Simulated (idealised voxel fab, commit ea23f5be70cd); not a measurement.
The document below concerns the process module designated voxel wiring stack.
In the cross-section labelled cut, the width is 205 nm and each square cell is 5 nm.
Heads up, the way a cross-section reads in here is a grid of square cells, handed over as bands from the top down, with every band being one or more rows of cells. A band entry consists of two parts. The first gives the height of the band's top and the height of its bottom, in nm. The rest lists the band's materials from left to right, each with its width in nm. A single material labelled with the word "throughout" fills the band from edge to edge, and the word "air" marks empty space. We count height from 0. Below that, the starting wafer is all one material. The lowest band never ends at the bottom but goes on down; see "0..down" for how that is written. The notation "30 to 40" denotes a width that varies across the rows of cells in the band, beginning at the first number in the top row, finishing at the second number in the bottom row, and changing by an identical amount from each row to the next. It should be understood that the words "no modifications", when stated for a given step, signify that the cross-section underwent no change in any of its cells during that step. The entry titled "closed voids" provides the empty spaces that have no open way to the top, restricted to those of 8 cells or more. Each is presented as width x height at distance, the distance being measured from the left edge, with all three in nm. Heads up: the bit after the settings on a step's line is the simulator's remark on that step. Among the settings permitted on a step's line is "overlay nm"; applied to a step with a mask, it specifies the extent to which the mask lay to the right of its planned position, whereas a negative figure signifies a position to the left.
**List of planned process steps**
1,RECEIVE, material Si
2,CONFORMAL_DEP, material SiO2, thk nm 15
3,DIRECTIONAL_DEP, material TiN, thk nm 5
4,DIRECTIONAL_DEP, material W, thk nm 15
5,MASKED_ETCH, tone cover, mask id METAL_1, width nm 25, pitch nm 55, etch materials W, depth nm 15, overlay nm 0
6,MASKED_ETCH, tone cover, mask id METAL_1, width nm 25, pitch nm 55, etch materials TiN, depth nm 5, overlay nm 0
7,CONFORMAL_DEP, material SiCN, thk nm 5
8,FILL_DEP, material SiO2, thk nm 10
9,CMP, height nm 35
10,CONFORMAL_DEP, material SiCN, thk nm 5
11,DIRECTIONAL_DEP, material SiO2, thk nm 20
12,PATTERN, tone open, mask id PLUG_1, material resist, width nm 15, pitch nm 55, thk nm 15, overlay nm 0
13,DIRECTIONAL_ETCH, etch materials SiO2, depth nm 20
14,DIRECTIONAL_ETCH, etch materials SiCN, depth nm 5
15,STRIP, etch materials resist
16,CONFORMAL_DEP, material TiN, thk nm 5
17,FILL_DEP, material Cu, thk nm 5
18,CMP, height nm 60
19,CONFORMAL_DEP, material SiCN, thk nm 5
20,DIRECTIONAL_DEP, material lowk, thk nm 15
21,DIRECTIONAL_DEP, material aC, thk nm 10
22,PATTERN, tone open, mask id METAL_2, material resist, width nm 25, pitch nm 55, thk nm 25, overlay nm 0
23,DIRECTIONAL_ETCH, etch materials aC, depth nm 10
24,STRIP, etch materials resist
25,DIRECTIONAL_ETCH, etch materials lowk, depth nm 15
26,DIRECTIONAL_ETCH, etch materials SiCN, depth nm 5
27,STRIP, etch materials aC
28,CONFORMAL_DEP, material TiN, thk nm 5
29,FILL_DEP, material Cu, thk nm 10
30,CMP, height nm 80
31,CONFORMAL_DEP, material SiCN, thk nm 5
32,DIRECTIONAL_DEP, material SiO2, thk nm 15
33,PATTERN, tone open, mask id PLUG_2, material resist, width nm 15, pitch nm 55, thk nm 20, overlay nm 0
34,DIRECTIONAL_ETCH, etch materials SiO2, depth nm 15
35,DIRECTIONAL_ETCH, etch materials SiCN, depth nm 5
36,STRIP, etch materials resist
37,EPI, material Ru, thk nm 10
38,EPI, material Ru, thk nm 10
39,CONFORMAL_DEP, material SiCN, thk nm 5
40,DIRECTIONAL_DEP, material SiO2, thk nm 20
41,DIRECTIONAL_DEP, material aC, thk nm 10
42,PATTERN, tone open, mask id METAL_3, material resist, width nm 25, pitch nm 55, thk nm 25, overlay nm 0
43,DIRECTIONAL_ETCH, etch materials aC, depth nm 10
44,STRIP, etch materials resist
45,DIRECTIONAL_ETCH, etch materials SiO2, depth nm 20
46,DIRECTIONAL_ETCH, etch materials SiCN, depth nm 5
47,STRIP, etch materials aC
48,CONFORMAL_DEP, material TiN, thk nm 5
49,FILL_DEP, material Ru, thk nm 10
50,CMP, height nm 125
51,CONFORMAL_DEP, material SiN, thk nm 5
**First wafer, two in total, run as planned**
**Cross-section of the incoming wafer, state after step 1**
> 0..down  Si throughout
> closed voids: none
**The wafer in cross-section once step 2 is complete**
> 15..0  SiO2 throughout
> Below a height of 0, the structure has not been altered.
**The wafer in cross-section once step 3 is complete**
> 20..15  TiN throughout
> Below a height of 15, the structure has not been altered.
**The wafer in cross-section once step 4 is complete**
> 35..20  W throughout
> Below a height of 20, the structure has not been altered.
**The wafer in cross-section once step 5 is complete**
> 35..20  air=60 / W=25 / air=30 / W=25 / air=65
> Below a height of 20, the structure has not been altered.
**The wafer in cross-section once step 6 is complete**
> 35..20  air=60 / W=25 / air=30 / W=25 / air=65
> 20..15  air=60 / TiN=25 / air=30 / TiN=25 / air=65
> Below a height of 15, the structure has not been altered.
**The wafer in cross-section once step 7 is complete**
> 40..35  air=55 / SiCN=35 / air=20 / SiCN=35 / air=60
> 35..20  air=55 / SiCN=5 / W=25 / SiCN=5 / air=20 / SiCN=5 / W=25 / SiCN=5 / air=60
> 20..15  SiCN=60 / TiN=25 / SiCN=30 / TiN=25 / SiCN=65
> Below a height of 15, the structure has not been altered.
**The wafer in cross-section once step 8 is complete**
> 50..40  SiO2 throughout
> 40..35  SiO2=55 / SiCN=35 / SiO2=20 / SiCN=35 / SiO2=60
> 35..20  SiO2=55 / SiCN=5 / W=25 / SiCN=5 / SiO2=20 / SiCN=5 / W=25 / SiCN=5 / SiO2=60
> Below a height of 20, the structure has not been altered.
**The wafer in cross-section once step 9 is complete**
> 35..20  SiO2=55 / SiCN=5 / W=25 / SiCN=5 / SiO2=20 / SiCN=5 / W=25 / SiCN=5 / SiO2=60
> Below a height of 20, the structure has not been altered.
**The wafer in cross-section once step 10 is complete**
> 40..35  SiCN throughout
> Below a height of 35, the structure has not been altered.
**The wafer in cross-section once step 11 is complete**
> 60..40  SiO2 throughout
> Below a height of 40, the structure has not been altered.
**The wafer in cross-section once step 12 is complete**
> 75..60  resist=60 / air=15 / resist=40 / air=15 / resist=75
> Below a height of 60, the structure has not been altered.
**The wafer in cross-section once step 13 is complete**
> 75..60  resist=60 / air=15 / resist=40 / air=15 / resist=75
> 60..40  SiO2=60 / air=15 / SiO2=40 / air=15 / SiO2=75
> Below a height of 40, the structure has not been altered.
**The wafer in cross-section once step 14 is complete**
> 75..60  resist=60 / air=15 / resist=40 / air=15 / resist=75
> 60..40  SiO2=60 / air=15 / SiO2=40 / air=15 / SiO2=75
> 40..35  SiCN=60 / air=15 / SiCN=40 / air=15 / SiCN=75
> Below a height of 35, the structure has not been altered.
**The wafer in cross-section once step 15 is complete**
> 60..40  SiO2=60 / air=15 / SiO2=40 / air=15 / SiO2=75
> Below a height of 40, the structure has not been altered.
**The wafer in cross-section once step 16 is complete**
> 65..60  TiN=65 / air=5 / TiN=50 / air=5 / TiN=80
> 60..40  SiO2=60 / TiN=5 / air=5 / TiN=5 / SiO2=40 / TiN=5 / air=5 / TiN=5 / SiO2=75
> 40..35  SiCN=60 / TiN=15 / SiCN=40 / TiN=15 / SiCN=75
> Below a height of 35, the structure has not been altered.
**The wafer in cross-section once step 17 is complete**
> 70..65  Cu throughout
> 65..60  TiN=65 / Cu=5 / TiN=50 / Cu=5 / TiN=80
> 60..40  SiO2=60 / TiN=5 / Cu=5 / TiN=5 / SiO2=40 / TiN=5 / Cu=5 / TiN=5 / SiO2=75
> Below a height of 40, the structure has not been altered.
**The wafer in cross-section once step 18 is complete**
> 60..40  SiO2=60 / TiN=5 / Cu=5 / TiN=5 / SiO2=40 / TiN=5 / Cu=5 / TiN=5 / SiO2=75
> Below a height of 40, the structure has not been altered.
**The wafer in cross-section once step 19 is complete**
> 65..60  SiCN throughout
> Below a height of 60, the structure has not been altered.
**The wafer in cross-section once step 20 is complete**
> 80..65  lowk throughout
> Below a height of 65, the structure has not been altered.
**The wafer in cross-section once step 21 is complete**
> 90..80  aC throughout
> Below a height of 80, the structure has not been altered.
**The wafer in cross-section once step 22 is complete**
> 115..90  resist=60 / air=25 / resist=30 / air=25 / resist=65
> Below a height of 90, the structure has not been altered.
**The wafer in cross-section once step 23 is complete**
> 105..90  resist=60 / air=25 / resist=30 / air=25 / resist=65
> 90..80  aC=60 / air=25 / aC=30 / air=25 / aC=65
> Below a height of 80, the structure has not been altered.
**The wafer in cross-section once step 24 is complete**
> 90..80  aC=60 / air=25 / aC=30 / air=25 / aC=65
> Below a height of 80, the structure has not been altered.
**The wafer in cross-section once step 25 is complete**
> 90..80  aC=60 / air=25 / aC=30 / air=25 / aC=65
> 80..65  lowk=60 / air=25 / lowk=30 / air=25 / lowk=65
> Below a height of 65, the structure has not been altered.
**The wafer in cross-section once step 26 is complete**
> 90..80  aC=60 / air=25 / aC=30 / air=25 / aC=65
> 80..65  lowk=60 / air=25 / lowk=30 / air=25 / lowk=65
> 65..60  SiCN=60 / air=25 / SiCN=30 / air=25 / SiCN=65
> Below a height of 60, the structure has not been altered.
**The wafer in cross-section once step 27 is complete**
> 80..65  lowk=60 / air=25 / lowk=30 / air=25 / lowk=65
> Below a height of 65, the structure has not been altered.
**The wafer in cross-section once step 28 is complete**
> 85..80  TiN=65 / air=15 / TiN=40 / air=15 / TiN=70
> 80..65  lowk=60 / TiN=5 / air=15 / TiN=5 / lowk=30 / TiN=5 / air=15 / TiN=5 / lowk=65
> 65..60  SiCN=60 / TiN=25 / SiCN=30 / TiN=25 / SiCN=65
> Below a height of 60, the structure has not been altered.
**The wafer in cross-section once step 29 is complete**
> 95..85  Cu throughout
> 85..80  TiN=65 / Cu=15 / TiN=40 / Cu=15 / TiN=70
> 80..65  lowk=60 / TiN=5 / Cu=15 / TiN=5 / lowk=30 / TiN=5 / Cu=15 / TiN=5 / lowk=65
> Below a height of 65, the structure has not been altered.
**The wafer in cross-section once step 30 is complete**
> 80..65  lowk=60 / TiN=5 / Cu=15 / TiN=5 / lowk=30 / TiN=5 / Cu=15 / TiN=5 / lowk=65
> Below a height of 65, the structure has not been altered.
**The wafer in cross-section once step 31 is complete**
> 85..80  SiCN throughout
> Below a height of 80, the structure has not been altered.
**The wafer in cross-section once step 32 is complete**
> 100..85  SiO2 throughout
> Below a height of 85, the structure has not been altered.
**The wafer in cross-section once step 33 is complete**
> 120..100  resist=60 / air=15 / resist=40 / air=15 / resist=75
> Below a height of 100, the structure has not been altered.
**The wafer in cross-section once step 34 is complete**
> 120..100  resist=60 / air=15 / resist=40 / air=15 / resist=75
> 100..85  SiO2=60 / air=15 / SiO2=40 / air=15 / SiO2=75
> Below a height of 85, the structure has not been altered.
**The wafer in cross-section once step 35 is complete**
> 120..100  resist=60 / air=15 / resist=40 / air=15 / resist=75
> 100..85  SiO2=60 / air=15 / SiO2=40 / air=15 / SiO2=75
> 85..80  SiCN=60 / air=15 / SiCN=40 / air=15 / SiCN=75
> Below a height of 80, the structure has not been altered.
**The wafer in cross-section once step 36 is complete**
> 100..85  SiO2=60 / air=15 / SiO2=40 / air=15 / SiO2=75
> Below a height of 85, the structure has not been altered.
**The wafer in cross-section once step 37 is complete**
> 100..90  SiO2=60 / air=15 / SiO2=40 / air=15 / SiO2=75
> 90..85  SiO2=60 / Ru=15 / SiO2=40 / Ru=15 / SiO2=75
> 85..80  SiCN=60 / Ru=15 / SiCN=40 / Ru=15 / SiCN=75
> Below a height of 80, the structure has not been altered.
**The wafer in cross-section once step 38 is complete**
> 100..85  SiO2=60 / Ru=15 / SiO2=40 / Ru=15 / SiO2=75
> Below a height of 85, the structure has not been altered.
**The wafer in cross-section once step 39 is complete**
> 105..100  SiCN throughout
> Below a height of 100, the structure has not been altered.
**The wafer in cross-section once step 40 is complete**
> 125..105  SiO2 throughout
> Below a height of 105, the structure has not been altered.
**The wafer in cross-section once step 41 is complete**
> 135..125  aC throughout
> Below a height of 125, the structure has not been altered.
**The wafer in cross-section once step 42 is complete**
> 160..135  resist=60 / air=25 / resist=30 / air=25 / resist=65
> Below a height of 135, the structure has not been altered.
**The wafer in cross-section once step 43 is complete**
> 150..135  resist=60 / air=25 / resist=30 / air=25 / resist=65
> 135..125  aC=60 / air=25 / aC=30 / air=25 / aC=65
> Below a height of 125, the structure has not been altered.
**The wafer in cross-section once step 44 is complete**
> 135..125  aC=60 / air=25 / aC=30 / air=25 / aC=65
> Below a height of 125, the structure has not been altered.
**The wafer in cross-section once step 45 is complete**
> 135..125  aC=60 / air=25 / aC=30 / air=25 / aC=65
> 125..105  SiO2=60 / air=25 / SiO2=30 / air=25 / SiO2=65
> Below a height of 105, the structure has not been altered.
**The wafer in cross-section once step 46 is complete**
> 135..125  aC=60 / air=25 / aC=30 / air=25 / aC=65
> 125..105  SiO2=60 / air=25 / SiO2=30 / air=25 / SiO2=65
> 105..100  SiCN=60 / air=25 / SiCN=30 / air=25 / SiCN=65
> Below a height of 100, the structure has not been altered.
**The wafer in cross-section once step 47 is complete**
> 125..105  SiO2=60 / air=25 / SiO2=30 / air=25 / SiO2=65
> Below a height of 105, the structure has not been altered.
**The wafer in cross-section once step 48 is complete**
> 130..125  TiN=65 / air=15 / TiN=40 / air=15 / TiN=70
> 125..105  SiO2=60 / TiN=5 / air=15 / TiN=5 / SiO2=30 / TiN=5 / air=15 / TiN=5 / SiO2=65
> 105..100  SiCN=60 / TiN=25 / SiCN=30 / TiN=25 / SiCN=65
> Below a height of 100, the structure has not been altered.
**The wafer in cross-section once step 49 is complete**
> 140..130  Ru throughout
> 130..125  TiN=65 / Ru=15 / TiN=40 / Ru=15 / TiN=70
> 125..105  SiO2=60 / TiN=5 / Ru=15 / TiN=5 / SiO2=30 / TiN=5 / Ru=15 / TiN=5 / SiO2=65
> Below a height of 105, the structure has not been altered.
**The wafer in cross-section once step 50 is complete**
> 125..105  SiO2=60 / TiN=5 / Ru=15 / TiN=5 / SiO2=30 / TiN=5 / Ru=15 / TiN=5 / SiO2=65
> Below a height of 105, the structure has not been altered.
**The wafer in cross-section once step 51 is complete**
> 130..125  SiN throughout
> Below a height of 125, the structure has not been altered.
**Second wafer. Start and plan as for the first. One mistake made in running. Agrees with the first up to and including step 17**
**Second wafer: cross-section at the scheduled end of step 18**
> 65..60  TiN=65 / Cu=5 / TiN=50 / Cu=5 / TiN=80
> Below a height of 60, the structure has not been altered.
**Second wafer: cross-section at the scheduled end of step 19**
> 70..65  SiCN throughout
> Below a height of 65, the structure has not been altered.
**Second wafer: cross-section at the scheduled end of step 20**
> 85..70  lowk throughout
> Below a height of 70, the structure has not been altered.
**Second wafer: cross-section at the scheduled end of step 21**
> 95..85  aC throughout
> Below a height of 85, the structure has not been altered.
**Second wafer: cross-section at the scheduled end of step 22**
> 120..95  resist=60 / air=25 / resist=30 / air=25 / resist=65
> Below a height of 95, the structure has not been altered.
**Second wafer: cross-section at the scheduled end of step 23**
> 110..95  resist=60 / air=25 / resist=30 / air=25 / resist=65
> 95..85  aC=60 / air=25 / aC=30 / air=25 / aC=65
> Below a height of 85, the structure has not been altered.
**Second wafer: cross-section at the scheduled end of step 24**
> 95..85  aC=60 / air=25 / aC=30 / air=25 / aC=65
> Below a height of 85, the structure has not been altered.
**Second wafer: cross-section at the scheduled end of step 25**
> 95..85  aC=60 / air=25 / aC=30 / air=25 / aC=65
> 85..70  lowk=60 / air=25 / lowk=30 / air=25 / lowk=65
> Below a height of 70, the structure has not been altered.
**Second wafer: cross-section at the scheduled end of step 26**
> 95..85  aC=60 / air=25 / aC=30 / air=25 / aC=65
> 85..70  lowk=60 / air=25 / lowk=30 / air=25 / lowk=65
> 70..65  SiCN=60 / air=25 / SiCN=30 / air=25 / SiCN=65
> Below a height of 65, the structure has not been altered.
**Second wafer: cross-section at the scheduled end of step 27**
> 85..70  lowk=60 / air=25 / lowk=30 / air=25 / lowk=65
> Below a height of 70, the structure has not been altered.
**Second wafer: cross-section at the scheduled end of step 28**
> 90..85  TiN=65 / air=15 / TiN=40 / air=15 / TiN=70
> 85..70  lowk=60 / TiN=5 / air=15 / TiN=5 / lowk=30 / TiN=5 / air=15 / TiN=5 / lowk=65
> 70..65  SiCN=60 / TiN=25 / SiCN=30 / TiN=25 / SiCN=65
> Below a height of 65, the structure has not been altered.
**Second wafer: cross-section at the scheduled end of step 29**
> 100..90  Cu throughout
> 90..85  TiN=65 / Cu=15 / TiN=40 / Cu=15 / TiN=70
> 85..70  lowk=60 / TiN=5 / Cu=15 / TiN=5 / lowk=30 / TiN=5 / Cu=15 / TiN=5 / lowk=65
> Below a height of 70, the structure has not been altered.
**Second wafer: cross-section at the scheduled end of step 30**
> 80..70  lowk=60 / TiN=5 / Cu=15 / TiN=5 / lowk=30 / TiN=5 / Cu=15 / TiN=5 / lowk=65
> Below a height of 70, the structure has not been altered.
**Second wafer: cross-section at the scheduled end of step 31**
> 85..80  SiCN throughout
> Below a height of 80, the structure has not been altered.
**Second wafer: cross-section at the scheduled end of step 32**
> 100..85  SiO2 throughout
> Below a height of 85, the structure has not been altered.
**Second wafer: cross-section at the scheduled end of step 33**
> 120..100  resist=60 / air=15 / resist=40 / air=15 / resist=75
> Below a height of 100, the structure has not been altered.
**Second wafer: cross-section at the scheduled end of step 34**
> 120..100  resist=60 / air=15 / resist=40 / air=15 / resist=75
> 100..85  SiO2=60 / air=15 / SiO2=40 / air=15 / SiO2=75
> Below a height of 85, the structure has not been altered.
**Second wafer: cross-section at the scheduled end of step 35**
> 120..100  resist=60 / air=15 / resist=40 / air=15 / resist=75
> 100..85  SiO2=60 / air=15 / SiO2=40 / air=15 / SiO2=75
> 85..80  SiCN=60 / air=15 / SiCN=40 / air=15 / SiCN=75
> Below a height of 80, the structure has not been altered.
**Second wafer: cross-section at the scheduled end of step 36**
> 100..85  SiO2=60 / air=15 / SiO2=40 / air=15 / SiO2=75
> Below a height of 85, the structure has not been altered.
**Second wafer: cross-section at the scheduled end of step 37**
> 100..90  SiO2=60 / air=15 / SiO2=40 / air=15 / SiO2=75
> 90..85  SiO2=60 / Ru=15 / SiO2=40 / Ru=15 / SiO2=75
> 85..80  SiCN=60 / Ru=15 / SiCN=40 / Ru=15 / SiCN=75
> Below a height of 80, the structure has not been altered.
**Second wafer: cross-section at the scheduled end of step 38**
> 100..85  SiO2=60 / Ru=15 / SiO2=40 / Ru=15 / SiO2=75
> Below a height of 85, the structure has not been altered.
**Second wafer: cross-section at the scheduled end of step 39**
> 105..100  SiCN throughout
> Below a height of 100, the structure has not been altered.
**Second wafer: cross-section at the scheduled end of step 40**
> 125..105  SiO2 throughout
> Below a height of 105, the structure has not been altered.
**Second wafer: cross-section at the scheduled end of step 41**
> 135..125  aC throughout
> Below a height of 125, the structure has not been altered.
**Second wafer: cross-section at the scheduled end of step 42**
> 160..135  resist=60 / air=25 / resist=30 / air=25 / resist=65
> Below a height of 135, the structure has not been altered.
**Second wafer: cross-section at the scheduled end of step 43**
> 150..135  resist=60 / air=25 / resist=30 / air=25 / resist=65
> 135..125  aC=60 / air=25 / aC=30 / air=25 / aC=65
> Below a height of 125, the structure has not been altered.
**Second wafer: cross-section at the scheduled end of step 44**
> 135..125  aC=60 / air=25 / aC=30 / air=25 / aC=65
> Below a height of 125, the structure has not been altered.
**Second wafer: cross-section at the scheduled end of step 45**
> 135..125  aC=60 / air=25 / aC=30 / air=25 / aC=65
> 125..105  SiO2=60 / air=25 / SiO2=30 / air=25 / SiO2=65
> Below a height of 105, the structure has not been altered.
**Second wafer: cross-section at the scheduled end of step 46**
> 135..125  aC=60 / air=25 / aC=30 / air=25 / aC=65
> 125..105  SiO2=60 / air=25 / SiO2=30 / air=25 / SiO2=65
> 105..100  SiCN=60 / air=25 / SiCN=30 / air=25 / SiCN=65
> Below a height of 100, the structure has not been altered.
**Second wafer: cross-section at the scheduled end of step 47**
> 125..105  SiO2=60 / air=25 / SiO2=30 / air=25 / SiO2=65
> Below a height of 105, the structure has not been altered.
**Second wafer: cross-section at the scheduled end of step 48**
> 130..125  TiN=65 / air=15 / TiN=40 / air=15 / TiN=70
> 125..105  SiO2=60 / TiN=5 / air=15 / TiN=5 / SiO2=30 / TiN=5 / air=15 / TiN=5 / SiO2=65
> 105..100  SiCN=60 / TiN=25 / SiCN=30 / TiN=25 / SiCN=65
> Below a height of 100, the structure has not been altered.
**Second wafer: cross-section at the scheduled end of step 49**
> 140..130  Ru throughout
> 130..125  TiN=65 / Ru=15 / TiN=40 / Ru=15 / TiN=70
> 125..105  SiO2=60 / TiN=5 / Ru=15 / TiN=5 / SiO2=30 / TiN=5 / Ru=15 / TiN=5 / SiO2=65
> Below a height of 105, the structure has not been altered.
**Second wafer: cross-section at the scheduled end of step 50**
> 125..105  SiO2=60 / TiN=5 / Ru=15 / TiN=5 / SiO2=30 / TiN=5 / Ru=15 / TiN=5 / SiO2=65
> Below a height of 105, the structure has not been altered.
**Second wafer: cross-section at the scheduled end of step 51**
> 130..125  SiN throughout
> Below a height of 125, the structure has not been altered.
In executing the process, a mistake was made relative to the plan: step 18 deviated from plan and actually ran as CMP, height nm 65
End check, counted in cells, second wafer has more or fewer of these materials than the first: Cu -4, TiN +35, lowk -31
